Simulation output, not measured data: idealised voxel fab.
process module | voxel wiring stack
cross-section cut | 290 nm wide | cells 5 nm
A cross-section is a grid of square cells, given in bands from the top down. A band is one or more rows of cells.
Each band's line starts with the height of the band's top and of its bottom, in nm. Then come its materials from left to right, each with its width in nm. One material with "throughout" fills the band from edge to edge. "air" is empty space.
Height 0 is the level under which the wafer as received is all one material. The lowest band goes on downwards, as in "0 down".
A width such as "30 to 40" changes by the same amount from each row of cells to the next, from the band's top row to its bottom row.
"no change" after a step means that no cell of the cross-section changed.
closed voids: empty space of 8 cells or more with no open way to the top, each as width x height at its distance from the left edge, in nm
after a step's settings: what the simulator itself notes on the step
overlay nm, on a step with a mask: how far to the right of its planned place the mask lay; to the left if negative
plan
1 op RECEIVE | material Si
2 op CONFORMAL_DEP | material SiO2 | thk nm 15
3 op CONFORMAL_DEP | material SiN | thk nm 5
4 op DIRECTIONAL_DEP | material SiO2 | thk nm 15
5 op PATTERN | tone open | mask id METAL_1 | material resist | width nm 20 | pitch nm 50 | thk nm 20 | overlay nm 0
6 op DIRECTIONAL_ETCH | etch materials SiO2 | depth nm 15
7 op DIRECTIONAL_ETCH | etch materials SiN | depth nm 5
8 op STRIP | etch materials resist
9 op CONFORMAL_DEP | material TiN | thk nm 5
10 op FILL_DEP | material Cu | thk nm 5
11 op CMP | height nm 35
12 op CONFORMAL_DEP | material SiCN | thk nm 5
13 op DIRECTIONAL_DEP | material SiO2 | thk nm 25
14 op DIRECTIONAL_DEP | material aC | thk nm 15
15 op PATTERN | tone open | mask id METAL_2_HOLES | material resist | width nm 15 | pitch nm 100 | thk nm 35 | overlay nm 0
16 op DIRECTIONAL_ETCH | etch materials aC | depth nm 15
17 op STRIP | etch materials resist
18 op DIRECTIONAL_ETCH | etch materials SiO2 | depth nm 25
19 op STRIP | etch materials aC
20 op PATTERN | tone open | mask id METAL_2 | material resist | width nm 20 | pitch nm 50 | thk nm 15 | overlay nm 0
21 op DIRECTIONAL_ETCH | etch materials SiO2 | depth nm 15
22 op DIRECTIONAL_ETCH | etch materials SiCN | depth nm 5
23 op STRIP | etch materials resist
24 op CONFORMAL_DEP | material TiN | thk nm 5
25 op FILL_DEP | material Ru | thk nm 10
26 op CMP | height nm 65
27 op CONFORMAL_DEP | material SiCN | thk nm 5
28 op DIRECTIONAL_DEP | material lowk | thk nm 30
29 op PATTERN | tone open | mask id METAL_3_HOLES | material resist | width nm 15 | pitch nm 100 | thk nm 20 | overlay nm 0
30 op DIRECTIONAL_ETCH | etch materials lowk | depth nm 30
31 op STRIP | etch materials resist
32 op MASKED_ETCH | tone open | mask id METAL_3 | width nm 20 | pitch nm 50 | etch materials lowk | depth nm 20 | overlay nm 0
33 op MASKED_ETCH | tone open | mask id METAL_3 | width nm 20 | pitch nm 50 | etch materials SiCN | depth nm 5 | overlay nm 0
34 op CONFORMAL_DEP | material TiN | thk nm 5
35 op FILL_DEP | material Ru | thk nm 10
36 op CMP | height nm 100
37 op CONFORMAL_DEP | material SiCN | thk nm 5
38 op DIRECTIONAL_DEP | material lowk | thk nm 10
39 op MASKED_ETCH | tone open | mask id PLUG_3 | width nm 15 | pitch nm 50 | etch materials lowk | depth nm 10 | overlay nm 0
40 op MASKED_ETCH | tone open | mask id PLUG_3 | width nm 15 | pitch nm 50 | etch materials SiCN | depth nm 5 | overlay nm 0
41 op EPI | material Ru | thk nm 10
42 op EPI | material Ru | thk nm 5
43 op CONFORMAL_DEP | material SiN | thk nm 5
44 op DIRECTIONAL_DEP | material lowk | thk nm 15
45 op DIRECTIONAL_DEP | material aC | thk nm 15
46 op PATTERN | tone open | mask id METAL_4 | material resist | width nm 20 | pitch nm 50 | thk nm 35 | overlay nm 0
47 op DIRECTIONAL_ETCH | etch materials aC | depth nm 15
48 op STRIP | etch materials resist
49 op DIRECTIONAL_ETCH | etch materials lowk | depth nm 15
50 op DIRECTIONAL_ETCH | etch materials SiN | depth nm 5
51 op STRIP | etch materials aC
52 op CONFORMAL_DEP | material TiN | thk nm 5
53 op FILL_DEP | material Ru | thk nm 5
54 op CMP | height nm 135
55 op EPI | material Ru | thk nm 5
56 op FILL_DEP | material SiCN | thk nm 5
varied across the wafers: width nm of step 29. The plan shows the first wafer's value. All wafers start alike
first wafer as received, after step 1
  0 down: Si throughout
  closed voids: none
each wafer at the end: cells of each material gained (+) or lost (-) since it was received, then its closed voids
width nm 15 | +18 Cu | +105 Ru | +251 SiCN | +92 SiN | +554 SiO2 | +138 TiN | +524 lowk | closed voids: none
width nm 20 | +18 Cu | +111 Ru | +249 SiCN | +92 SiN | +554 SiO2 | +138 TiN | +520 lowk | closed voids: none
width nm 25 | +18 Cu | +121 Ru | +249 SiCN | +92 SiN | +554 SiO2 | +140 TiN | +508 lowk | closed voids: none
width nm 30 | +18 Cu | +131 Ru | +249 SiCN | +92 SiN | +554 SiO2 | +142 TiN | +496 lowk | closed voids: none
